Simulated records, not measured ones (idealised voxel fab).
This section sets out a process module, namely voxel ribs on slabs.
This is section cut - it's 165 nm across, gridded in 5 nm square cells.
Just so we're on the same page, the cross-sections are grids of square cells, and they're listed out in bands top to bottom, each band one or more rows deep. A band entry consists of two parts. The first gives the height of the band's top and the height of its bottom, in nm. The rest lists the band's materials from left to right, each with its width in nm. A single material labelled with the word "all across" fills the band from edge to edge, and the word "air" marks empty space. Heights from 0 (as-received wafer is one material below). Bottom band endless downward, as "0 and below". A width given as "30..40" starts at the first number in the band's top row and ends at the second number in its bottom row, shifting by an equal amount at every step from row to row. Take "left unchanged" at face value: in the step it is given for, the cross-section changed in none of its cells. The entry "Trapped void list" lists the empty spaces that cover at least 8 cells and have no open path to the top. Each is written as width x height at distance, where the distance is measured from the left edge and all three values are in nm. Read whatever lies past the settings on a step's line as the simulator's own remark about the step. "overlay nm" on a masked step: distance the mask lay right of its planned place, negative for left.

-- Process steps (planned)
step 1: RECEIVE | material Si
step 2: DIRECTIONAL_DEP | material SiO2 | thk nm 30
step 3: DIRECTIONAL_DEP | material polySi | thk nm 20
step 4: MASKED_ETCH | tone cover | mask id RIB | width nm 30 | etch materials polySi | depth nm 15 | overlay nm 0
step 5: MASKED_ETCH | tone cover | mask id SLAB | width nm 70 | etch materials polySi | depth nm 5 | overlay nm 0
step 6: FILL_DEP | material SiO2 | thk nm 20
step 7: CMP | height nm 60
step 8: DIRECTIONAL_DEP | material W | thk nm 5
step 9: PATTERN | tone cover | mask id HEATER | material resist | width nm 40 | thk nm 20 | overlay nm 0
step 10: DIRECTIONAL_ETCH | etch materials W | depth nm 5
step 11: STRIP | etch materials resist
step 12: CONFORMAL_DEP | material SiO2 | thk nm 5

-- Wafer as received: cross-section following step 1
> 0 and below: Si all across
> Trapped void list: none

-- Wafer cross-section at end of module: start and plan as shown above, one execution error
> 70 down to 65: 55 air; 50 SiO2; 60 air
> 65 down to 60: 60 SiO2; 40 W; 65 SiO2
> 60 down to 45: 65 SiO2; 30 polySi; 70 SiO2
> 45 down to 40: 45 SiO2; 70 polySi; 50 SiO2
> 40 down to 0: SiO2 all across
> 0 and below: Si all across
> Trapped void list: none
Processing error: step 2, actual vs plan mismatch, actual run DIRECTIONAL_DEP | material SiO2 | thk nm 40
